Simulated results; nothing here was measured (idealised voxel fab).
Proc. module: voxel trench capacitor
Section cut is 245 nm wide and gridded with 5 nm square cells.
Square cells in a grid make up a cross-section in this document, and the grid is given as bands, listed from the top down, each one or more rows of cells. Per band: top height and bottom height in nm, followed by the left-to-right materials and their widths in nm; "full width" marks a single material spanning edge to edge, "empty" marks empty space. Where do heights start? At 0: under that level the wafer as delivered is made of one material only. And the lowest band has no floor; it just carries on downward, as in "top 0, no bottom". Quick explanation for "30->40": the width changes in equal steps down the rows of cells, from the first number in the band's top row to the second number in its bottom row. A step reported as "no change" is a step in which no cell of the cross-section changed. Listed in "Fully enclosed voids": every empty space of 8 or more cells without an open way to the top. Form: width x height at distance, the distance being from the left edge, all in nm. If you see something after the settings on a step's line, that's the simulator's own remark about that step. The setting "overlay nm" may be written on the line of a step. When the step uses a mask, the value reports how far to the right of the planned place the mask lay, and a negative value reports that it lay to the left.
### Steps in the process plan
1 RECEIVE, material Si
2 CONFORMAL_DEP, material SiN, thk nm 10
3 MASKED_ETCH, tone open, mask id TRENCH, width nm 20, pitch nm 40, etch materials SiN, depth nm 10, overlay nm 0
4 MASKED_ETCH, tone open, mask id TRENCH, width nm 15, pitch nm 40, etch materials Si, depth nm 30, overlay nm 0
5 CONFORMAL_DEP, material SiO2, thk nm 5
6 FILL_DEP, material polySi, thk nm 10
7 CMP, height nm 10
Among the wafers covered here, the point of difference is the width nm at step 4; their starting state is shared, and the plan presents the value of the first wafer.
### Incoming state of the first of several wafers in cross-section: after step 1
	top 0, no bottom | Si full width
	Fully enclosed voids: none
### Depicted here is the first of several wafers in cross-section, at module completion following the last step, step 7
	top 10, bottom 0 | 90 SiN  5->10 SiO2  10->5 polySi  5 SiO2  20 SiN  5->10 SiO2  10->5 polySi  5 SiO2  95 SiN
	top 0, bottom -25 | 95 Si  5 SiO2  5 polySi  5 SiO2  25 Si  5 SiO2  5 polySi  5 SiO2  95 Si
	top -25, bottom -30 | 95 Si  15 SiO2  25 Si  15 SiO2  95 Si
	top -30, no bottom | Si full width
	Fully enclosed voids: none
### Cross-section of the last wafer at end of module
	top 10, bottom 0 | 90 SiN  5 SiO2  10 polySi  5 SiO2  20 SiN  5 SiO2  10 polySi  5 SiO2  95 SiN
	top 0, bottom -25 | 90 Si  5 SiO2  10 polySi  5 SiO2  20 Si  5 SiO2  10 polySi  5 SiO2  95 Si
	top -25, bottom -30 | 90 Si  20 SiO2  20 Si  20 SiO2  95 Si
	top -30, no bottom | Si full width
	Fully enclosed voids: none
### Quick key for the table: a row per wafer, taken at the end of the module. For each material it tells you how many cells the wafer gained (+) or lost (-) since it came in, and the closed voids come after
width nm 15 | -36 Si | +82 SiN | +36 SiO2 | +16 polySi | Fully enclosed voids: none
width nm 20 | -48 Si | +82 SiN | +36 SiO2 | +28 polySi | Fully enclosed voids: none
width nm 25 | -48 Si | +82 SiN | +36 SiO2 | +28 polySi | Fully enclosed voids: none
